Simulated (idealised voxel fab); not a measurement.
The following process module bears the name voxel transistor to metal.
The figure presents cross-section cut, which has a width of 160 nm and is divided into square cells with an edge length of 5 nm.
In this document a cross-section is written as a grid of square cells. It is given as a series of bands, listed from the top down, and a band is one or more rows of cells. In this notation a band is specified by the heights of its top and bottom, in that order and in nm, after which its materials appear from left to right, each paired with its width in nm. The word "all across" attached to a single material means that material fills the band from edge to edge; the word "empty" stands for empty space. A quick word on heights: they are counted from 0, and under that level the wafer as it came to us is one material throughout. The lowest band is different from the rest in having no bottom; it simply continues downward, written as in "0..down". The width entry "30 to 40" should be interpreted row by row: the top row of cells in the band takes the first number, the bottom row takes the second number, and the change between adjacent rows is uniform throughout. A step reported as "no modifications" is a step in which no cell of the cross-section changed. "Sealed cavities" lists enclosed empty spaces (at least 8 cells, no open path upward to the top), each as width x height at distance from the left edge, in nm. Formally, on a step line, whatever follows the settings is a remark that the simulator itself makes on the step. A step's line can hold "overlay nm"; with a mask on that step, the setting says how far right of the planned place the mask lay, while a negative setting says it lay to the left.
plan:
1) RECEIVE [material Si]
2) OXIDIZE [depth nm 5]
3) CONFORMAL_DEP [material SiN] [thk nm 10]
4) DIRECTIONAL_DEP [material aC] [thk nm 10]
5) PATTERN [tone cover] [mask id ACTIVE] [material resist] [width nm 120] [thk nm 25] [overlay nm 0]
6) DIRECTIONAL_ETCH [etch materials aC] [depth nm 10]
7) STRIP [etch materials resist]
8) DIRECTIONAL_ETCH [etch materials SiN] [depth nm 10]
9) DIRECTIONAL_ETCH [etch materials SiO2] [depth nm 5]
10) DIRECTIONAL_ETCH [etch materials Si] [depth nm 20]
11) STRIP [etch materials aC]
12) OXIDIZE [depth nm 5]
13) FILL_DEP [material SiO2] [thk nm 5]
14) CMP [height nm 10]
15) SELECTIVE_ETCH [etch materials SiO2] [depth nm 5]
16) STRIP [etch materials SiN]
17) SELECTIVE_ETCH [etch materials SiO2] [depth nm 5]
18) OXIDIZE [depth nm 5]
19) DIRECTIONAL_DEP [material polySi] [thk nm 30]
20) DIRECTIONAL_DEP [material SiCN] [thk nm 10]
21) PATTERN [tone cover] [mask id GATE] [material resist] [width nm 20] [thk nm 15] [overlay nm 0]
22) DIRECTIONAL_ETCH [etch materials SiCN] [depth nm 20]
23) DIRECTIONAL_ETCH [etch materials polySi] [depth nm 40]
24) STRIP [etch materials resist]
25) CONFORMAL_DEP [material SiN] [thk nm 10]
26) DIRECTIONAL_ETCH [etch materials SiN] [depth nm 10]
27) DIRECTIONAL_ETCH [etch materials SiO2] [depth nm 5]
28) EPI [material nSi] [thk nm 5]
29) FILL_DEP [material SiO2] [thk nm 5]
30) CMP [height nm 35]
31) DIRECTIONAL_DEP [material SiO2] [thk nm 15]
32) MASKED_ETCH [tone open] [mask id CONTACT] [width nm 35] [pitch nm 65] [etch materials SiO2] [depth nm 55] [overlay nm 0]
33) CONFORMAL_DEP [material TiN] [thk nm 5]
34) FILL_DEP [material Ru] [thk nm 10]
35) CMP [height nm 50]
36) CONFORMAL_DEP [material SiN] [thk nm 5]
37) DIRECTIONAL_DEP [material SiO2] [thk nm 25]
38) DIRECTIONAL_DEP [material aC] [thk nm 15]
39) PATTERN [tone open] [mask id METAL_1] [material resist] [width nm 20] [pitch nm 80] [thk nm 30] [overlay nm 0]
40) DIRECTIONAL_ETCH [etch materials aC] [depth nm 15]
41) STRIP [etch materials resist]
42) DIRECTIONAL_ETCH [etch materials SiO2] [depth nm 25]
43) DIRECTIONAL_ETCH [etch materials SiN] [depth nm 5]
44) STRIP [etch materials aC]
45) CONFORMAL_DEP [material TiN] [thk nm 5]
46) FILL_DEP [material W] [thk nm 5]
47) CMP [height nm 80]
48) CONFORMAL_DEP [material SiN] [thk nm 5]
The first of two wafers, run as planned:
Cross-section of the wafer as it came to us, i.e., already through step 1:
  0..down = Si all across
  Sealed cavities: none
Step 2 done - wafer cross-section:
  0..-5 = SiO2 all across
  Under -5: no change, same as before.
Step 3 done - wafer cross-section:
  10..0 = SiN all across
  Under 0: no change, same as before.
Step 4 done - wafer cross-section:
  20..10 = aC all across
  Under 10: no change, same as before.
Step 5 done - wafer cross-section:
  45..20 = empty=20  resist=120  empty=20
  Under 20: no change, same as before.
Step 6 done - wafer cross-section:
  35..20 = empty=20  resist=120  empty=20
  20..10 = empty=20  aC=120  empty=20
  Under 10: no change, same as before.
Step 7 done - wafer cross-section:
  20..10 = empty=20  aC=120  empty=20
  Under 10: no change, same as before.
Step 8 done - wafer cross-section:
  20..10 = empty=20  aC=120  empty=20
  10..0 = empty=20  SiN=120  empty=20
  Under 0: no change, same as before.
Step 9 done - wafer cross-section:
  20..10 = empty=20  aC=120  empty=20
  10..0 = empty=20  SiN=120  empty=20
  0..-5 = empty=20  SiO2=120  empty=20
  Under -5: no change, same as before.
Step 10 done - wafer cross-section:
  20..10 = empty=20  aC=120  empty=20
  10..0 = empty=20  SiN=120  empty=20
  0..-5 = empty=20  SiO2=120  empty=20
  -5..-25 = empty=20  Si=120  empty=20
  Under -25: no change, same as before.
Step 11 done - wafer cross-section:
  10..0 = empty=20  SiN=120  empty=20
  Under 0: no change, same as before.
Step 12 done - wafer cross-section:
  10..0 = empty=20  SiN=120  empty=20
  0..-5 = empty=20  SiO2=120  empty=20
  -5..-25 = empty=20  SiO2=5  Si=110  SiO2=5  empty=20
  -25..-30 = SiO2=25  Si=110  SiO2=25
  Under -30: no change, same as before.
Step 13 done - wafer cross-section:
  15..10 = SiO2 all across
  10..0 = SiO2=20  SiN=120  SiO2=20
  0..-5 = SiO2 all across
  -5..-30 = SiO2=25  Si=110  SiO2=25
  Under -30: no change, same as before.
Step 14 done - wafer cross-section:
  10..0 = SiO2=20  SiN=120  SiO2=20
  Under 0: no change, same as before.
Step 15 done - wafer cross-section:
  10..5 = empty=20  SiN=120  empty=20
  Under 5: no change, same as before.
Step 16 done - wafer cross-section:
  5..0 = SiO2=20  empty=120  SiO2=20
  Under 0: no change, same as before.
Step 17 done - wafer cross-section:
  0..-5 = SiO2=15  empty=130  SiO2=15
  Under -5: no change, same as before.
Step 18 done - wafer cross-section:
  0..-5 = SiO2=15  empty=130  SiO2=15
  -5..-10 = SiO2 all across
  Under -10: no change, same as before.
Step 19 done - wafer cross-section:
  30..25 = polySi=15  empty=130  polySi=15
  25..0 = polySi all across
  0..-5 = SiO2=15  polySi=130  SiO2=15
  Under -5: no change, same as before.
Step 20 done - wafer cross-section:
  40..35 = SiCN=15  empty=130  SiCN=15
  35..30 = SiCN all across
  30..25 = polySi=15  SiCN=130  polySi=15
  Under 25: no change, same as before.
Step 21 done - wafer cross-section:
  55..40 = empty=70  resist=20  empty=70
  40..35 = SiCN=15  empty=55  resist=20  empty=55  SiCN=15
  Under 35: no change, same as before.
Step 22 done - wafer cross-section:
  55..35 = empty=70  resist=20  empty=70
  35..30 = empty=70  SiCN=20  empty=70
  30..25 = polySi=15  empty=55  SiCN=20  empty=55  polySi=15
  Under 25: no change, same as before.
Step 23 done - wafer cross-section:
  55..35 = empty=70  resist=20  empty=70
  35..25 = empty=70  SiCN=20  empty=70
  25..0 = empty=70  polySi=20  empty=70
  0..-5 = SiO2=15  empty=55  polySi=20  empty=55  SiO2=15
  Under -5: no change, same as before.
Step 24 done - wafer cross-section:
  35..25 = empty=70  SiCN=20  empty=70
  Under 25: no change, same as before.
Step 25 done - wafer cross-section:
  45..35 = empty=60  SiN=40  empty=60
  35..25 = empty=60  SiN=10  SiCN=20  SiN=10  empty=60
  25..10 = empty=60  SiN=10  polySi=20  SiN=10  empty=60
  10..5 = SiN=25  empty=35  SiN=10  polySi=20  SiN=10  empty=35  SiN=25
  5..0 = SiN=70  polySi=20  SiN=70
  0..-5 = SiO2=15  SiN=55  polySi=20  SiN=55  SiO2=15
  Under -5: no change, same as before.
Step 26 done - wafer cross-section:
  35..25 = empty=60  SiN=10  SiCN=20  SiN=10  empty=60
  25..0 = empty=60  SiN=10  polySi=20  SiN=10  empty=60
  0..-5 = SiO2=15  SiN=10  empty=35  SiN=10  polySi=20  SiN=10  empty=35  SiN=10  SiO2=15
  Under -5: no change, same as before.
Step 27 done - wafer cross-section:
  35..25 = empty=60  SiN=10  SiCN=20  SiN=10  empty=60
  25..0 = empty=60  SiN=10  polySi=20  SiN=10  empty=60
  0..-5 = empty=15  SiN=10  empty=35  SiN=10  polySi=20  SiN=10  empty=35  SiN=10  empty=15
  -5..-10 = SiO2=25  empty=35  SiO2=40  empty=35  SiO2=25
  Under -10: no change, same as before.
Step 28 done - wafer cross-section:
  35..25 = empty=60  SiN=10  SiCN=20  SiN=10  empty=60
  25..0 = empty=60  SiN=10  polySi=20  SiN=10  empty=60
  0..-5 = empty=15  SiN=10  empty=35  SiN=10  polySi=20  SiN=10  empty=35  SiN=10  empty=15
  -5..-10 = SiO2=25  nSi=35  SiO2=40  nSi=35  SiO2=25
  Under -10: no change, same as before.
Step 29 done - wafer cross-section:
  40..35 = SiO2 all across
  35..25 = SiO2=60  SiN=10  SiCN=20  SiN=10  SiO2=60
  25..0 = SiO2=60  SiN=10  polySi=20  SiN=10  SiO2=60
  0..-5 = SiO2=15  SiN=10  SiO2=35  SiN=10  polySi=20  SiN=10  SiO2=35  SiN=10  SiO2=15
  Under -5: no change, same as before.
Step 30 done - wafer cross-section:
  35..25 = SiO2=60  SiN=10  SiCN=20  SiN=10  SiO2=60
  Under 25: no change, same as before.
Step 31 done - wafer cross-section:
  50..35 = SiO2 all across
  Under 35: no change, same as before.
Step 32 done - wafer cross-section:
  50..35 = SiO2=30  empty=35  SiO2=30  empty=35  SiO2=30
  35..25 = SiO2=30  empty=30  SiN=10  SiCN=20  SiN=10  empty=30  SiO2=30
  25..0 = SiO2=30  empty=30  SiN=10  polySi=20  SiN=10  empty=30  SiO2=30
  0..-5 = SiO2=15  SiN=10  SiO2=5  empty=30  SiN=10  polySi=20  SiN=10  empty=30  SiO2=5  SiN=10  SiO2=15
  Under -5: no change, same as before.
Step 33 done - wafer cross-section:
  55..50 = TiN=35  empty=25  TiN=40  empty=25  TiN=35
  50..40 = SiO2=30  TiN=5  empty=25  TiN=5  SiO2=30  TiN=5  empty=25  TiN=5  SiO2=30
  40..35 = SiO2=30  TiN=5  empty=20  TiN=10  SiO2=30  TiN=10  empty=20  TiN=5  SiO2=30
  35..25 = SiO2=30  TiN=5  empty=20  TiN=5  SiN=10  SiCN=20  SiN=10  TiN=5  empty=20  TiN=5  SiO2=30
  25..0 = SiO2=30  TiN=5  empty=20  TiN=5  SiN=10  polySi=20  SiN=10  TiN=5  empty=20  TiN=5  SiO2=30
  0..-5 = SiO2=15  SiN=10  SiO2=5  TiN=30  SiN=10  polySi=20  SiN=10  TiN=30  SiO2=5  SiN=10  SiO2=15
  Under -5: no change, same as before.
Step 34 done - wafer cross-section:
  65..55 = Ru all across
  55..50 = TiN=35  Ru=25  TiN=40  Ru=25  TiN=35
  50..40 = SiO2=30  TiN=5  Ru=25  TiN=5  SiO2=30  TiN=5  Ru=25  TiN=5  SiO2=30
  40..35 = SiO2=30  TiN=5  Ru=20  TiN=10  SiO2=30  TiN=10  Ru=20  TiN=5  SiO2=30
  35..25 = SiO2=30  TiN=5  Ru=20  TiN=5  SiN=10  SiCN=20  SiN=10  TiN=5  Ru=20  TiN=5  SiO2=30
  25..0 = SiO2=30  TiN=5  Ru=20  TiN=5  SiN=10  polySi=20  SiN=10  TiN=5  Ru=20  TiN=5  SiO2=30
  Under 0: no change, same as before.
Step 35 done - wafer cross-section:
  50..40 = SiO2=30  TiN=5  Ru=25  TiN=5  SiO2=30  TiN=5  Ru=25  TiN=5  SiO2=30
  Under 40: no change, same as before.
Step 36 done - wafer cross-section:
  55..50 = SiN all across
  Under 50: no change, same as before.
Step 37 done - wafer cross-section:
  80..55 = SiO2 all across
  Under 55: no change, same as before.
Step 38 done - wafer cross-section:
  95..80 = aC all across
  Under 80: no change, same as before.
Step 39 done - wafer cross-section:
  125..95 = resist=30  empty=20  resist=60  empty=20  resist=30
  Under 95: no change, same as before.
Step 40 done - wafer cross-section:
  110..95 = resist=30  empty=20  resist=60  empty=20  resist=30
  95..80 = aC=30  empty=20  aC=60  empty=20  aC=30
  Under 80: no change, same as before.
Step 41 done - wafer cross-section:
  95..80 = aC=30  empty=20  aC=60  empty=20  aC=30
  Under 80: no change, same as before.
Step 42 done - wafer cross-section:
  95..80 = aC=30  empty=20  aC=60  empty=20  aC=30
  80..55 = SiO2=30  empty=20  SiO2=60  empty=20  SiO2=30
  Under 55: no change, same as before.
Step 43 done - wafer cross-section:
  95..80 = aC=30  empty=20  aC=60  empty=20  aC=30
  80..55 = SiO2=30  empty=20  SiO2=60  empty=20  SiO2=30
  55..50 = SiN=30  empty=20  SiN=60  empty=20  SiN=30
  Under 50: no change, same as before.
Step 44 done - wafer cross-section:
  80..55 = SiO2=30  empty=20  SiO2=60  empty=20  SiO2=30
  Under 55: no change, same as before.
Step 45 done - wafer cross-section:
  85..80 = TiN=35  empty=10  TiN=70  empty=10  TiN=35
  80..55 = SiO2=30  TiN=5  empty=10  TiN=5  SiO2=60  TiN=5  empty=10  TiN=5  SiO2=30
  55..50 = SiN=30  TiN=20  SiN=60  TiN=20  SiN=30
  Under 50: no change, same as before.
Step 46 done - wafer cross-section:
  90..85 = W all across
  85..80 = TiN=35  W=10  TiN=70  W=10  TiN=35
  80..55 = SiO2=30  TiN=5  W=10  TiN=5  SiO2=60  TiN=5  W=10  TiN=5  SiO2=30
  Under 55: no change, same as before.
Step 47 done - wafer cross-section:
  80..55 = SiO2=30  TiN=5  W=10  TiN=5  SiO2=60  TiN=5  W=10  TiN=5  SiO2=30
  Under 55: no change, same as before.
Step 48 done - wafer cross-section:
  85..80 = SiN all across
  Under 80: no change, same as before.
Wafer two of the pair: same origin, same plan, one error during the run; identical to wafer one up to and including step 38:
Here is the second wafer in cross-section at the point where step 39 of the plan should have been done:
  125..95 = empty=30  resist=20  empty=60  resist=20  empty=30
  Under 95: no change, same as before.
Here is the second wafer in cross-section at the point where step 40 of the plan should have been done:
  110..95 = empty=30  resist=20  empty=60  resist=20  empty=30
  95..80 = empty=30  aC=20  empty=60  aC=20  empty=30
  Under 80: no change, same as before.
Here is the second wafer in cross-section at the point where step 41 of the plan should have been done:
  95..80 = empty=30  aC=20  empty=60  aC=20  empty=30
  Under 80: no change, same as before.
Here is the second wafer in cross-section at the point where step 42 of the plan should have been done:
  95..80 = empty=30  aC=20  empty=60  aC=20  empty=30
  80..55 = empty=30  SiO2=20  empty=60  SiO2=20  empty=30
  Under 55: no change, same as before.
Here is the second wafer in cross-section at the point where step 43 of the plan should have been done:
  95..80 = empty=30  aC=20  empty=60  aC=20  empty=30
  80..55 = empty=30  SiO2=20  empty=60  SiO2=20  empty=30
  55..50 = empty=30  SiN=20  empty=60  SiN=20  empty=30
  Under 50: no change, same as before.
Here is the second wafer in cross-section at the point where step 44 of the plan should have been done:
  80..55 = empty=30  SiO2=20  empty=60  SiO2=20  empty=30
  Under 55: no change, same as before.
Here is the second wafer in cross-section at the point where step 45 of the plan should have been done:
  85..80 = empty=25  TiN=30  empty=50  TiN=30  empty=25
  80..55 = empty=25  TiN=5  SiO2=20  TiN=5  empty=50  TiN=5  SiO2=20  TiN=5  empty=25
  55..50 = TiN=30  SiN=20  TiN=60  SiN=20  TiN=30
  Under 50: no change, same as before.
Here is the second wafer in cross-section at the point where step 46 of the plan should have been done:
  90..85 = W all across
  85..80 = W=25  TiN=30  W=50  TiN=30  W=25
  80..55 = W=25  TiN=5  SiO2=20  TiN=5  W=50  TiN=5  SiO2=20  TiN=5  W=25
  Under 55: no change, same as before.
Here is the second wafer in cross-section at the point where step 47 of the plan should have been done:
  80..55 = W=25  TiN=5  SiO2=20  TiN=5  W=50  TiN=5  SiO2=20  TiN=5  W=25
  Under 55: no change, same as before.
Here is the second wafer in cross-section at the point where step 48 of the plan should have been done:
  85..80 = SiN all across
  Under 80: no change, same as before.
what went wrong: step 39 did not happen as planned, as run it was PATTERN [tone cover] [mask id METAL_1] [material resist] [width nm 20] [pitch nm 80] [thk nm 30] [overlay nm 0]
Upon completion, the second wafer contains, in terms of cells, a greater or smaller amount of certain materials than the first wafer: 16 fewer of SiN | 80 fewer of SiO2 | 16 more of TiN | 80 more of W
